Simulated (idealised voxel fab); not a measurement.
voxel capacitor over wiring: a process module
Section cut is 240 nm wide and gridded with 5 nm square cells.
In this document a cross-section is written as a grid of square cells. It is given as a series of bands, listed from the top down, and a band is one or more rows of cells.
The entry gives the band's vertical extent as a top height and a bottom height in nm, then its horizontal make-up as materials from left to right, each with a width in nm. "air" stands for empty space; a single material marked "all across" fills the band edge to edge.
It should be noted that heights are counted from 0, beneath which the wafer as supplied is of one material throughout, and that the lowest band possesses no lower boundary but continues downward, as written in "0 -> down".
The width entry "30 to 40" should be interpreted row by row: the top row of cells in the band takes the first number, the bottom row takes the second number, and the change between adjacent rows is uniform throughout.
"nothing different" after a step means that no cell of the cross-section changed.
So "Sealed void inventory" is basically the list of trapped voids: any empty space of 8 cells or more that can't reach the top through an opening. They're written width x height at distance, the distance being from the left edge, and it's all nm.
Text after the settings on a step's line: the simulator's own remark on that step.
"overlay nm" answers the question of how far to the right of plan the mask lay on a step that has a mask, and when it is negative the answer is to the left.
Each pair of cross-sections that follows straddles one process step: the one shows the state before the step, the other the state after it, down to the lowest band that changed and no further. The step in question, and its settings, are given under the pair. Note that a pair is not necessarily a continuation of the pair above it, since pairs can come from different runs of this module on the same starting wafer; it is a continuation only where its entry headed "Incoming profile" says so.

### Incoming profile
    0 -> down = Si all across
    Sealed void inventory: none

### Post-Step Section View
    15 -> 0 = SiO2 all across
    Below 0, the layers are the same as they were.
    Sealed void inventory: none
The process step separating the two cross-sections depicted above is as follows: CONFORMAL_DEP | material SiO2 | thk nm 15

Incoming profile: equal to the after panel directly above.

### Post-Step Section View
    20 -> 15 = SiCN all across
    Below 15, the layers are the same as they were.
    Sealed void inventory: none
The process step separating the two cross-sections depicted above is as follows: CONFORMAL_DEP | material SiCN | thk nm 5

Incoming profile: equal to the after panel directly above.

### Post-Step Section View
    35 -> 20 = lowk all across
    Below 20, the layers are the same as they were.
    Sealed void inventory: none
The process step separating the two cross-sections depicted above is as follows: DIRECTIONAL_DEP | material lowk | thk nm 15

Incoming profile: equal to the after panel directly above.

### Post-Step Section View
    55 -> 35 = resist: 75, then air: 20, then resist: 50, then air: 20, then resist: 75
    Below 35, the layers are the same as they were.
    Sealed void inventory: none
The process step separating the two cross-sections depicted above is as follows: PATTERN | tone open | mask id METAL_1 | material resist | width nm 20 | pitch nm 70 | thk nm 20 | overlay nm 0

Incoming profile: equal to the after panel directly above.

### Post-Step Section View
    55 -> 35 = resist: 75, then air: 20, then resist: 50, then air: 20, then resist: 75
    35 -> 20 = lowk: 75, then air: 20, then lowk: 50, then air: 20, then lowk: 75
    Below 20, the layers are the same as they were.
    Sealed void inventory: none
The process step separating the two cross-sections depicted above is as follows: DIRECTIONAL_ETCH | etch materials lowk | depth nm 15

Incoming profile: equal to the after panel directly above.

### Post-Step Section View
    55 -> 35 = resist: 75, then air: 20, then resist: 50, then air: 20, then resist: 75
    35 -> 20 = lowk: 75, then air: 20, then lowk: 50, then air: 20, then lowk: 75
    20 -> 15 = SiCN: 75, then air: 20, then SiCN: 50, then air: 20, then SiCN: 75
    Below 15, the layers are the same as they were.
    Sealed void inventory: none
The process step separating the two cross-sections depicted above is as follows: DIRECTIONAL_ETCH | etch materials SiCN | depth nm 5

Incoming profile: equal to the after panel directly above.

### Post-Step Section View
    35 -> 20 = lowk: 75, then air: 20, then lowk: 50, then air: 20, then lowk: 75
    Below 20, the layers are the same as they were.
    Sealed void inventory: none
The process step separating the two cross-sections depicted above is as follows: STRIP | etch materials resist

Incoming profile: equal to the after panel directly above.

### Post-Step Section View
    40 -> 35 = TiN: 80, then air: 10, then TiN: 60, then air: 10, then TiN: 80
    35 -> 20 = lowk: 75, then TiN: 5, then air: 10, then TiN: 5, then lowk: 50, then TiN: 5, then air: 10, then TiN: 5, then lowk: 75
    20 -> 15 = SiCN: 75, then TiN: 20, then SiCN: 50, then TiN: 20, then SiCN: 75
    Below 15, the layers are the same as they were.
    Sealed void inventory: none
The process step separating the two cross-sections depicted above is as follows: CONFORMAL_DEP | material TiN | thk nm 5

Incoming profile: equal to the after panel directly above.

### Post-Step Section View
    50 -> 40 = Cu all across
    40 -> 35 = TiN: 80, then Cu: 10, then TiN: 60, then Cu: 10, then TiN: 80
    35 -> 20 = lowk: 75, then TiN: 5, then Cu: 10, then TiN: 5, then lowk: 50, then TiN: 5, then Cu: 10, then TiN: 5, then lowk: 75
    Below 20, the layers are the same as they were.
    Sealed void inventory: none
The process step separating the two cross-sections depicted above is as follows: FILL_DEP | material Cu | thk nm 10

Incoming profile: equal to the after panel directly above.

### Post-Step Section View
    35 -> 20 = lowk: 75, then TiN: 5, then Cu: 10, then TiN: 5, then lowk: 50, then TiN: 5, then Cu: 10, then TiN: 5, then lowk: 75
    Below 20, the layers are the same as they were.
    Sealed void inventory: none
The process step separating the two cross-sections depicted above is as follows: CMP | height nm 35

Incoming profile: equal to the after panel directly above.

### Post-Step Section View
    40 -> 35 = SiCN all across
    Below 35, the layers are the same as they were.
    Sealed void inventory: none
The process step separating the two cross-sections depicted above is as follows: CONFORMAL_DEP | material SiCN | thk nm 5

Incoming profile: equal to the after panel directly above.

### Post-Step Section View
    55 -> 40 = lowk all across
    Below 40, the layers are the same as they were.
    Sealed void inventory: none
The process step separating the two cross-sections depicted above is as follows: DIRECTIONAL_DEP | material lowk | thk nm 15

Incoming profile: equal to the after panel directly above.

### Post-Step Section View
    55 -> 40 = lowk: 80, then air: 15, then lowk: 145
    Below 40, the layers are the same as they were.
    Sealed void inventory: none
The process step separating the two cross-sections depicted above is as follows: MASKED_ETCH | tone open | mask id PLUG_1 | width nm 15 | etch materials lowk | depth nm 15 | overlay nm 0

Incoming profile: equal to the after panel directly above.

### Post-Step Section View
    55 -> 40 = lowk: 80, then air: 15, then lowk: 145
    40 -> 35 = SiCN: 80, then air: 15, then SiCN: 145
    Below 35, the layers are the same as they were.
    Sealed void inventory: none
The process step separating the two cross-sections depicted above is as follows: MASKED_ETCH | tone open | mask id PLUG_1 | width nm 15 | etch materials SiCN | depth nm 5 | overlay nm 0

Incoming profile: equal to the after panel directly above.

### Post-Step Section View
    60 -> 55 = TiN: 85, then air: 5, then TiN: 150
    55 -> 40 = lowk: 80, then TiN: 5, then air: 5, then TiN: 5, then lowk: 145
    40 -> 35 = SiCN: 80, then TiN: 15, then SiCN: 145
    Below 35, the layers are the same as they were.
    Sealed void inventory: none
The process step separating the two cross-sections depicted above is as follows: CONFORMAL_DEP | material TiN | thk nm 5

Incoming profile: equal to the after panel directly above.

### Post-Step Section View
    70 -> 60 = Cu all across
    60 -> 55 = TiN: 85, then Cu: 5, then TiN: 150
    55 -> 40 = lowk: 80, then TiN: 5, then Cu: 5, then TiN: 5, then lowk: 145
    Below 40, the layers are the same as they were.
    Sealed void inventory: none
The process step separating the two cross-sections depicted above is as follows: FILL_DEP | material Cu | thk nm 10

Incoming profile: equal to the after panel directly above.

### Post-Step Section View
    55 -> 40 = lowk: 80, then TiN: 5, then Cu: 5, then TiN: 5, then lowk: 145
    Below 40, the layers are the same as they were.
    Sealed void inventory: none
The process step separating the two cross-sections depicted above is as follows: CMP | height nm 55

Incoming profile: equal to the after panel directly above.

### Post-Step Section View
    60 -> 55 = TiN all across
    Below 55, the layers are the same as they were.
    Sealed void inventory: none
The process step separating the two cross-sections depicted above is as follows: DIRECTIONAL_DEP | material TiN | thk nm 5

Incoming profile: equal to the after panel directly above.

### Post-Step Section View
    65 -> 60 = HfO2 all across
    Below 60, the layers are the same as they were.
    Sealed void inventory: none
The process step separating the two cross-sections depicted above is as follows: DIRECTIONAL_DEP | material HfO2 | thk nm 5

Incoming profile: equal to the after panel directly above.

### Post-Step Section View
    70 -> 65 = TiN all across
    Below 65, the layers are the same as they were.
    Sealed void inventory: none
The process step separating the two cross-sections depicted above is as follows: DIRECTIONAL_DEP | material TiN | thk nm 5

Incoming profile: equal to the after panel directly above.

### Post-Step Section View
    85 -> 70 = air: 80, then resist: 55, then air: 105
    Below 70, the layers are the same as they were.
    Sealed void inventory: none
The process step separating the two cross-sections depicted above is as follows: PATTERN | tone cover | mask id UPPER_PLATE | material resist | width nm 55 | thk nm 15 | overlay nm 0

Incoming profile: equal to the after panel directly above.

### Post-Step Section View
    85 -> 70 = air: 80, then resist: 55, then air: 105
    70 -> 65 = air: 80, then TiN: 55, then air: 105
    Below 65, the layers are the same as they were.
    Sealed void inventory: none
The process step separating the two cross-sections depicted above is as follows: DIRECTIONAL_ETCH | etch materials TiN | depth nm 5

Incoming profile: equal to the after panel directly above.

### Post-Step Section View
    85 -> 70 = air: 80, then resist: 55, then air: 105
    70 -> 65 = air: 80, then TiN: 55, then air: 105
    65 -> 60 = air: 80, then HfO2: 55, then air: 105
    Below 60, the layers are the same as they were.
    Sealed void inventory: none
The process step separating the two cross-sections depicted above is as follows: DIRECTIONAL_ETCH | etch materials HfO2 | depth nm 5

Incoming profile: equal to the after panel directly above.

### Post-Step Section View
    70 -> 65 = air: 80, then TiN: 55, then air: 105
    Below 65, the layers are the same as they were.
    Sealed void inventory: none
The process step separating the two cross-sections depicted above is as follows: STRIP | etch materials resist

Incoming profile: equal to the after panel directly above.

### Post-Step Section View
    85 -> 75 = air: 80, then aC: 55, then air: 105
    75 -> 70 = aC all across
    70 -> 65 = aC: 80, then TiN: 55, then aC: 105
    65 -> 60 = aC: 80, then HfO2: 55, then aC: 105
    Below 60, the layers are the same as they were.
    Sealed void inventory: none
The process step separating the two cross-sections depicted above is as follows: DIRECTIONAL_DEP | material aC | thk nm 15

Incoming profile: equal to the after panel directly above.

### Post-Step Section View
    115 -> 85 = air: 75, then resist: 65, then air: 100
    85 -> 75 = air: 75, then resist: 5, then aC: 55, then resist: 5, then air: 100
    Below 75, the layers are the same as they were.
    Sealed void inventory: none
The process step separating the two cross-sections depicted above is as follows: PATTERN | tone cover | mask id LOWER_PLATE | material resist | width nm 65 | thk nm 30 | overlay nm 0

Incoming profile: equal to the after panel directly above.

### Post-Step Section View
    100 -> 85 = air: 75, then resist: 65, then air: 100
    85 -> 75 = air: 75, then resist: 5, then aC: 55, then resist: 5, then air: 100
    75 -> 70 = air: 75, then aC: 65, then air: 100
    70 -> 65 = air: 75, then aC: 5, then TiN: 55, then aC: 5, then air: 100
    65 -> 60 = air: 75, then aC: 5, then HfO2: 55, then aC: 5, then air: 100
    Below 60, the layers are the same as they were.
    Sealed void inventory: none
The process step separating the two cross-sections depicted above is as follows: DIRECTIONAL_ETCH | etch materials aC | depth nm 15

Incoming profile: equal to the after panel directly above.

### Post-Step Section View
    85 -> 75 = air: 80, then aC: 55, then air: 105
    Below 75, the layers are the same as they were.
    Sealed void inventory: none
The process step separating the two cross-sections depicted above is as follows: STRIP | etch materials resist

Incoming profile: equal to the after panel directly above.

### Post-Step Section View
    85 -> 75 = air: 80, then aC: 55, then air: 105
    75 -> 70 = air: 75, then aC: 65, then air: 100
    70 -> 65 = air: 75, then aC: 5, then TiN: 55, then aC: 5, then air: 100
    65 -> 60 = air: 75, then aC: 5, then HfO2: 55, then aC: 5, then air: 100
    60 -> 55 = air: 75, then TiN: 65, then air: 100
    Below 55, the layers are the same as they were.
    Sealed void inventory: none
The process step separating the two cross-sections depicted above is as follows: DIRECTIONAL_ETCH | etch materials TiN | depth nm 5

Incoming profile: equal to the after panel directly above.

### Post-Step Section View
    70 -> 65 = air: 80, then TiN: 55, then air: 105
    65 -> 60 = air: 80, then HfO2: 55, then air: 105
    Below 60, the layers are the same as they were.
    Sealed void inventory: none
The process step separating the two cross-sections depicted above is as follows: STRIP | etch materials aC

Incoming profile: equal to the after panel directly above.

### Post-Step Section View
    85 -> 70 = SiO2 all across
    70 -> 65 = SiO2: 80, then TiN: 55, then SiO2: 105
    65 -> 60 = SiO2: 80, then HfO2: 55, then SiO2: 105
    60 -> 55 = SiO2: 75, then TiN: 65, then SiO2: 100
    Below 55, the layers are the same as they were.
    Sealed void inventory: none
The process step separating the two cross-sections depicted above is as follows: FILL_DEP | material SiO2 | thk nm 15

Incoming profile: equal to the after panel directly above.

### Post-Step Section View
    80 -> 70 = SiO2 all across
    Below 70, the layers are the same as they were.
    Sealed void inventory: none
The process step separating the two cross-sections depicted above is as follows: CMP | height nm 80

Incoming profile: equal to the after panel directly above.

### Post-Step Section View
    80 -> 70 = SiO2: 90, then air: 15, then SiO2: 135
    Below 70, the layers are the same as they were.
    Sealed void inventory: none
The process step separating the two cross-sections depicted above is as follows: MASKED_ETCH | tone open | mask id PLUG_2 | width nm 15 | etch materials SiO2 | depth nm 10 | overlay nm 0

Incoming profile: equal to the after panel directly above.

### Post-Step Section View
    85 -> 80 = TiN: 95, then air: 5, then TiN: 140
    80 -> 75 = SiO2: 90, then TiN: 5, then air: 5, then TiN: 5, then SiO2: 135
    75 -> 65 = SiO2: 90 to 80, then TiN: 15 to 55, then SiO2: 135 to 105
    Below 65, the layers are the same as they were.
    Sealed void inventory: none
The process step separating the two cross-sections depicted above is as follows: CONFORMAL_DEP | material TiN | thk nm 5

Incoming profile: equal to the after panel directly above.

### Post-Step Section View
    95 -> 85 = Ru all across
    85 -> 80 = TiN: 95, then Ru: 5, then TiN: 140
    80 -> 75 = SiO2: 90, then TiN: 5, then Ru: 5, then TiN: 5, then SiO2: 135
    Below 75, the layers are the same as they were.
    Sealed void inventory: none
The process step separating the two cross-sections depicted above is as follows: FILL_DEP | material Ru | thk nm 10

Incoming profile: equal to the after panel directly above.

### Post-Step Section View
    80 -> 75 = SiO2: 90, then TiN: 5, then Ru: 5, then TiN: 5, then SiO2: 135
    Below 75, the layers are the same as they were.
    Sealed void inventory: none
The process step separating the two cross-sections depicted above is as follows: CMP | height nm 80

Incoming profile: equal to the after panel directly above.

### Post-Step Section View
    85 -> 80 = SiN all across
    Below 80, the layers are the same as they were.
    Sealed void inventory: none
The process step separating the two cross-sections depicted above is as follows: CONFORMAL_DEP | material SiN | thk nm 5

### Incoming profile
    60 -> 55 = TiN all across
    55 -> 40 = lowk: 80, then TiN: 5, then Cu: 5, then TiN: 5, then lowk: 145
    40 -> 35 = SiCN: 80, then TiN: 15, then SiCN: 145
    35 -> 20 = lowk: 75, then TiN: 5, then Cu: 10, then TiN: 5, then lowk: 50, then TiN: 5, then Cu: 10, then TiN: 5, then lowk: 75
    20 -> 15 = SiCN: 75, then TiN: 20, then SiCN: 50, then TiN: 20, then SiCN: 75
    15 -> 0 = SiO2 all across
    0 -> down = Si all across
    Sealed void inventory: none

### Post-Step Section View
    65 -> 55 = TiN all across
    Below 55, the layers are the same as they were.
    Sealed void inventory: none
The process step separating the two cross-sections depicted above is as follows: DIRECTIONAL_DEP | material TiN | thk nm 5

Incoming profile: equal to the after panel directly above.

### Post-Step Section View
    80 -> 65 = air: 80, then resist: 55, then air: 105
    Below 65, the layers are the same as they were.
    Sealed void inventory: none
The process step separating the two cross-sections depicted above is as follows: PATTERN | tone cover | mask id UPPER_PLATE | material resist | width nm 55 | thk nm 15 | overlay nm 0

Incoming profile: equal to the after panel directly above.

### Post-Step Section View
    80 -> 65 = air: 80, then resist: 55, then air: 105
    65 -> 60 = air: 80, then TiN: 55, then air: 105
    Below 60, the layers are the same as they were.
    Sealed void inventory: none
The process step separating the two cross-sections depicted above is as follows: DIRECTIONAL_ETCH | etch materials TiN | depth nm 5

Incoming profile: equal to the after panel directly above.

### Post-Step Section View
    65 -> 60 = air: 80, then TiN: 55, then air: 105
    Below 60, the layers are the same as they were.
    Sealed void inventory: none
The process step separating the two cross-sections depicted above is as follows: STRIP | etch materials resist

Incoming profile: equal to the after panel directly above.

### Post-Step Section View
    80 -> 75 = air: 80, then aC: 55, then air: 105
    75 -> 65 = aC all across
    65 -> 60 = aC: 80, then TiN: 55, then aC: 105
    Below 60, the layers are the same as they were.
    Sealed void inventory: none
The process step separating the two cross-sections depicted above is as follows: DIRECTIONAL_DEP | material aC | thk nm 15

Incoming profile: equal to the after panel directly above.

### Post-Step Section View
    110 -> 80 = air: 75, then resist: 65, then air: 100
    80 -> 75 = air: 75, then resist: 5, then aC: 55, then resist: 5, then air: 100
    Below 75, the layers are the same as they were.
    Sealed void inventory: none
The process step separating the two cross-sections depicted above is as follows: PATTERN | tone cover | mask id LOWER_PLATE | material resist | width nm 65 | thk nm 30 | overlay nm 0

Incoming profile: equal to the after panel directly above.

### Post-Step Section View
    95 -> 80 = air: 75, then resist: 65, then air: 100
    80 -> 75 = air: 75, then resist: 5, then aC: 55, then resist: 5, then air: 100
    75 -> 65 = air: 75, then aC: 65, then air: 100
    65 -> 60 = air: 75, then aC: 5, then TiN: 55, then aC: 5, then air: 100
    Below 60, the layers are the same as they were.
    Sealed void inventory: none
The process step separating the two cross-sections depicted above is as follows: DIRECTIONAL_ETCH | etch materials aC | depth nm 15

Incoming profile: equal to the after panel directly above.

### Post-Step Section View
    80 -> 75 = air: 80, then aC: 55, then air: 105
    Below 75, the layers are the same as they were.
    Sealed void inventory: none
The process step separating the two cross-sections depicted above is as follows: STRIP | etch materials resist

Incoming profile: equal to the after panel directly above.

### Post-Step Section View
    80 -> 75 = air: 80, then aC: 55, then air: 105
    75 -> 65 = air: 75, then aC: 65, then air: 100
    65 -> 60 = air: 75, then aC: 5, then TiN: 55, then aC: 5, then air: 100
    60 -> 55 = air: 75, then TiN: 65, then air: 100
    Below 55, the layers are the same as they were.
    Sealed void inventory: none
The process step separating the two cross-sections depicted above is as follows: DIRECTIONAL_ETCH | etch materials TiN | depth nm 5

Incoming profile: equal to the after panel directly above.

### Post-Step Section View
    65 -> 55 = air: 80 to 75, then TiN: 55 to 65, then air: 105 to 100
    Below 55, the layers are the same as they were.
    Sealed void inventory: none
The process step separating the two cross-sections depicted above is as follows: STRIP | etch materials aC

Incoming profile: equal to the after panel directly above.

### Post-Step Section View
    80 -> 65 = SiO2 all across
    65 -> 55 = SiO2: 80 to 75, then TiN: 55 to 65, then SiO2: 105 to 100
    Below 55, the layers are the same as they were.
    Sealed void inventory: none
The process step separating the two cross-sections depicted above is as follows: FILL_DEP | material SiO2 | thk nm 15

Incoming profile: equal to the after panel directly above.

### Post-Step Section View
    80 -> 70 = SiO2: 90, then air: 15, then SiO2: 135
    Below 70, the layers are the same as they were.
    Sealed void inventory: none
The process step separating the two cross-sections depicted above is as follows: MASKED_ETCH | tone open | mask id PLUG_2 | width nm 15 | etch materials SiO2 | depth nm 10 | overlay nm 0

Incoming profile: equal to the after panel directly above.

### Post-Step Section View
    85 -> 80 = TiN: 95, then air: 5, then TiN: 140
    80 -> 75 = SiO2: 90, then TiN: 5, then air: 5, then TiN: 5, then SiO2: 135
    75 -> 70 = SiO2: 90, then TiN: 15, then SiO2: 135
    Below 70, the layers are the same as they were.
    Sealed void inventory: none
The process step separating the two cross-sections depicted above is as follows: CONFORMAL_DEP | material TiN | thk nm 5

Incoming profile: equal to the after panel directly above.

### Post-Step Section View
    95 -> 85 = Ru all across
    85 -> 80 = TiN: 95, then Ru: 5, then TiN: 140
    80 -> 75 = SiO2: 90, then TiN: 5, then Ru: 5, then TiN: 5, then SiO2: 135
    Below 75, the layers are the same as they were.
    Sealed void inventory: none
The process step separating the two cross-sections depicted above is as follows: FILL_DEP | material Ru | thk nm 10

Incoming profile: equal to the after panel directly above.

### Post-Step Section View
    80 -> 75 = SiO2: 90, then TiN: 5, then Ru: 5, then TiN: 5, then SiO2: 135
    Below 75, the layers are the same as they were.
    Sealed void inventory: none
The process step separating the two cross-sections depicted above is as follows: CMP | height nm 80

Incoming profile: equal to the after panel directly above.

### Post-Step Section View
    85 -> 80 = SiN all across
    Below 80, the layers are the same as they were.
    Sealed void inventory: none
The process step separating the two cross-sections depicted above is as follows: CONFORMAL_DEP | material SiN | thk nm 5

### Incoming profile
    15 -> 0 = SiO2 all across
    0 -> down = Si all across
    Sealed void inventory: none

### Post-Step Section View
    30 -> 0 = SiO2 all across
    Below 0, the layers are the same as they were.
    Sealed void inventory: none
The process step separating the two cross-sections depicted above is as follows: CONFORMAL_DEP | material SiO2 | thk nm 15

Incoming profile: equal to the after panel directly above.

### Post-Step Section View
    35 -> 30 = SiCN all across
    Below 30, the layers are the same as they were.
    Sealed void inventory: none
The process step separating the two cross-sections depicted above is as follows: CONFORMAL_DEP | material SiCN | thk nm 5

Incoming profile: equal to the after panel directly above.

### Post-Step Section View
    50 -> 35 = lowk all across
    Below 35, the layers are the same as they were.
    Sealed void inventory: none
The process step separating the two cross-sections depicted above is as follows: DIRECTIONAL_DEP | material lowk | thk nm 15

Incoming profile: equal to the after panel directly above.

### Post-Step Section View
    70 -> 50 = resist: 75, then air: 20, then resist: 50, then air: 20, then resist: 75
    Below 50, the layers are the same as they were.
    Sealed void inventory: none
The process step separating the two cross-sections depicted above is as follows: PATTERN | tone open | mask id METAL_1 | material resist | width nm 20 | pitch nm 70 | thk nm 20 | overlay nm 0

Incoming profile: equal to the after panel directly above.

### Post-Step Section View
    70 -> 50 = resist: 75, then air: 20, then resist: 50, then air: 20, then resist: 75
    50 -> 35 = lowk: 75, then air: 20, then lowk: 50, then air: 20, then lowk: 75
    Below 35, the layers are the same as they were.
    Sealed void inventory: none
The process step separating the two cross-sections depicted above is as follows: DIRECTIONAL_ETCH | etch materials lowk | depth nm 15

Incoming profile: equal to the after panel directly above.

### Post-Step Section View
    70 -> 50 = resist: 75, then air: 20, then resist: 50, then air: 20, then resist: 75
    50 -> 35 = lowk: 75, then air: 20, then lowk: 50, then air: 20, then lowk: 75
    35 -> 30 = SiCN: 75, then air: 20, then SiCN: 50, then air: 20, then SiCN: 75
    Below 30, the layers are the same as they were.
    Sealed void inventory: none
The process step separating the two cross-sections depicted above is as follows: DIRECTIONAL_ETCH | etch materials SiCN | depth nm 5

Incoming profile: equal to the after panel directly above.

### Post-Step Section View
    50 -> 35 = lowk: 75, then air: 20, then lowk: 50, then air: 20, then lowk: 75
    Below 35, the layers are the same as they were.
    Sealed void inventory: none
The process step separating the two cross-sections depicted above is as follows: STRIP | etch materials resist

Incoming profile: equal to the after panel directly above.

### Post-Step Section View
    55 -> 50 = TiN: 80, then air: 10, then TiN: 60, then air: 10, then TiN: 80
    50 -> 35 = lowk: 75, then TiN: 5, then air: 10, then TiN: 5, then lowk: 50, then TiN: 5, then air: 10, then TiN: 5, then lowk: 75
    35 -> 30 = SiCN: 75, then TiN: 20, then SiCN: 50, then TiN: 20, then SiCN: 75
    Below 30, the layers are the same as they were.
    Sealed void inventory: none
The process step separating the two cross-sections depicted above is as follows: CONFORMAL_DEP | material TiN | thk nm 5

Incoming profile: equal to the after panel directly above.

### Post-Step Section View
    65 -> 55 = Cu all across
    55 -> 50 = TiN: 80, then Cu: 10, then TiN: 60, then Cu: 10, then TiN: 80
    50 -> 35 = lowk: 75, then TiN: 5, then Cu: 10, then TiN: 5, then lowk: 50, then TiN: 5, then Cu: 10, then TiN: 5, then lowk: 75
    Below 35, the layers are the same as they were.
    Sealed void inventory: none
The process step separating the two cross-sections depicted above is as follows: FILL_DEP | material Cu | thk nm 10

Incoming profile: equal to the after panel directly above.

### Post-Step Section View
    35 -> 30 = SiCN: 75, then TiN: 20, then SiCN: 50, then TiN: 20, then SiCN: 75
    Below 30, the layers are the same as they were.
    Sealed void inventory: none
The process step separating the two cross-sections depicted above is as follows: CMP | height nm 35

Incoming profile: equal to the after panel directly above.

### Post-Step Section View
    40 -> 35 = SiCN all across
    Below 35, the layers are the same as they were.
    Sealed void inventory: none
The process step separating the two cross-sections depicted above is as follows: CONFORMAL_DEP | material SiCN | thk nm 5

Incoming profile: equal to the after panel directly above.

### Post-Step Section View
    55 -> 40 = lowk all across
    Below 40, the layers are the same as they were.
    Sealed void inventory: none
The process step separating the two cross-sections depicted above is as follows: DIRECTIONAL_DEP | material lowk | thk nm 15

Incoming profile: equal to the after panel directly above.

### Post-Step Section View
    55 -> 40 = lowk: 80, then air: 15, then lowk: 145
    Below 40, the layers are the same as they were.
    Sealed void inventory: none
The process step separating the two cross-sections depicted above is as follows: MASKED_ETCH | tone open | mask id PLUG_1 | width nm 15 | etch materials lowk | depth nm 15 | overlay nm 0

Incoming profile: equal to the after panel directly above.

### Post-Step Section View
    55 -> 40 = lowk: 80, then air: 15, then lowk: 145
    40 -> 35 = SiCN: 80, then air: 15, then SiCN: 145
    Below 35, the layers are the same as they were.
    Sealed void inventory: none
The process step separating the two cross-sections depicted above is as follows: MASKED_ETCH | tone open | mask id PLUG_1 | width nm 15 | etch materials SiCN | depth nm 5 | overlay nm 0

Incoming profile: equal to the after panel directly above.

### Post-Step Section View
    60 -> 55 = TiN: 85, then air: 5, then TiN: 150
    55 -> 40 = lowk: 80, then TiN: 5, then air: 5, then TiN: 5, then lowk: 145
    40 -> 35 = SiCN: 80, then TiN: 15, then SiCN: 145
    Below 35, the layers are the same as they were.
    Sealed void inventory: none
The process step separating the two cross-sections depicted above is as follows: CONFORMAL_DEP | material TiN | thk nm 5

Incoming profile: equal to the after panel directly above.

### Post-Step Section View
    70 -> 60 = Cu all across
    60 -> 55 = TiN: 85, then Cu: 5, then TiN: 150
    55 -> 40 = lowk: 80, then TiN: 5, then Cu: 5, then TiN: 5, then lowk: 145
    Below 40, the layers are the same as they were.
    Sealed void inventory: none
The process step separating the two cross-sections depicted above is as follows: FILL_DEP | material Cu | thk nm 10

Incoming profile: equal to the after panel directly above.

### Post-Step Section View
    55 -> 40 = lowk: 80, then TiN: 5, then Cu: 5, then TiN: 5, then lowk: 145
    Below 40, the layers are the same as they were.
    Sealed void inventory: none
The process step separating the two cross-sections depicted above is as follows: CMP | height nm 55

Incoming profile: equal to the after panel directly above.

### Post-Step Section View
    60 -> 55 = TiN all across
    Below 55, the layers are the same as they were.
    Sealed void inventory: none
The process step separating the two cross-sections depicted above is as follows: DIRECTIONAL_DEP | material TiN | thk nm 5

Incoming profile: equal to the after panel directly above.

### Post-Step Section View
    65 -> 60 = HfO2 all across
    Below 60, the layers are the same as they were.
    Sealed void inventory: none
The process step separating the two cross-sections depicted above is as follows: DIRECTIONAL_DEP | material HfO2 | thk nm 5

Incoming profile: equal to the after panel directly above.

### Post-Step Section View
    70 -> 65 = TiN all across
    Below 65, the layers are the same as they were.
    Sealed void inventory: none
The process step separating the two cross-sections depicted above is as follows: DIRECTIONAL_DEP | material TiN | thk nm 5

Incoming profile: equal to the after panel directly above.

### Post-Step Section View
    85 -> 70 = air: 80, then resist: 55, then air: 105
    Below 70, the layers are the same as they were.
    Sealed void inventory: none
The process step separating the two cross-sections depicted above is as follows: PATTERN | tone cover | mask id UPPER_PLATE | material resist | width nm 55 | thk nm 15 | overlay nm 0

Incoming profile: equal to the after panel directly above.

### Post-Step Section View
    85 -> 70 = air: 80, then resist: 55, then air: 105
    70 -> 65 = air: 80, then TiN: 55, then air: 105
    Below 65, the layers are the same as they were.
    Sealed void inventory: none
The process step separating the two cross-sections depicted above is as follows: DIRECTIONAL_ETCH | etch materials TiN | depth nm 5

Incoming profile: equal to the after panel directly above.

### Post-Step Section View
    85 -> 70 = air: 80, then resist: 55, then air: 105
    70 -> 65 = air: 80, then TiN: 55, then air: 105
    65 -> 60 = air: 80, then HfO2: 55, then air: 105
    Below 60, the layers are the same as they were.
    Sealed void inventory: none
The process step separating the two cross-sections depicted above is as follows: DIRECTIONAL_ETCH | etch materials HfO2 | depth nm 5

Incoming profile: equal to the after panel directly above.

### Post-Step Section View
    70 -> 65 = air: 80, then TiN: 55, then air: 105
    Below 65, the layers are the same as they were.
    Sealed void inventory: none
The process step separating the two cross-sections depicted above is as follows: STRIP | etch materials resist

Incoming profile: equal to the after panel directly above.

### Post-Step Section View
    85 -> 75 = air: 80, then aC: 55, then air: 105
    75 -> 70 = aC all across
    70 -> 65 = aC: 80, then TiN: 55, then aC: 105
    65 -> 60 = aC: 80, then HfO2: 55, then aC: 105
    Below 60, the layers are the same as they were.
    Sealed void inventory: none
The process step separating the two cross-sections depicted above is as follows: DIRECTIONAL_DEP | material aC | thk nm 15

Incoming profile: equal to the after panel directly above.

### Post-Step Section View
    115 -> 85 = air: 75, then resist: 65, then air: 100
    85 -> 75 = air: 75, then resist: 5, then aC: 55, then resist: 5, then air: 100
    Below 75, the layers are the same as they were.
    Sealed void inventory: none
The process step separating the two cross-sections depicted above is as follows: PATTERN | tone cover | mask id LOWER_PLATE | material resist | width nm 65 | thk nm 30 | overlay nm 0

Incoming profile: equal to the after panel directly above.

### Post-Step Section View
    100 -> 85 = air: 75, then resist: 65, then air: 100
    85 -> 75 = air: 75, then resist: 5, then aC: 55, then resist: 5, then air: 100
    75 -> 70 = air: 75, then aC: 65, then air: 100
    70 -> 65 = air: 75, then aC: 5, then TiN: 55, then aC: 5, then air: 100
    65 -> 60 = air: 75, then aC: 5, then HfO2: 55, then aC: 5, then air: 100
    Below 60, the layers are the same as they were.
    Sealed void inventory: none
The process step separating the two cross-sections depicted above is as follows: DIRECTIONAL_ETCH | etch materials aC | depth nm 15

Incoming profile: equal to the after panel directly above.

### Post-Step Section View
    85 -> 75 = air: 80, then aC: 55, then air: 105
    Below 75, the layers are the same as they were.
    Sealed void inventory: none
The process step separating the two cross-sections depicted above is as follows: STRIP | etch materials resist

Incoming profile: equal to the after panel directly above.

### Post-Step Section View
    85 -> 75 = air: 80, then aC: 55, then air: 105
    75 -> 70 = air: 75, then aC: 65, then air: 100
    70 -> 65 = air: 75, then aC: 5, then TiN: 55, then aC: 5, then air: 100
    65 -> 60 = air: 75, then aC: 5, then HfO2: 55, then aC: 5, then air: 100
    60 -> 55 = air: 75, then TiN: 65, then air: 100
    Below 55, the layers are the same as they were.
    Sealed void inventory: none
The process step separating the two cross-sections depicted above is as follows: DIRECTIONAL_ETCH | etch materials TiN | depth nm 5

Incoming profile: equal to the after panel directly above.

### Post-Step Section View
    70 -> 65 = air: 80, then TiN: 55, then air: 105
    65 -> 60 = air: 80, then HfO2: 55, then air: 105
    Below 60, the layers are the same as they were.
    Sealed void inventory: none
The process step separating the two cross-sections depicted above is as follows: STRIP | etch materials aC
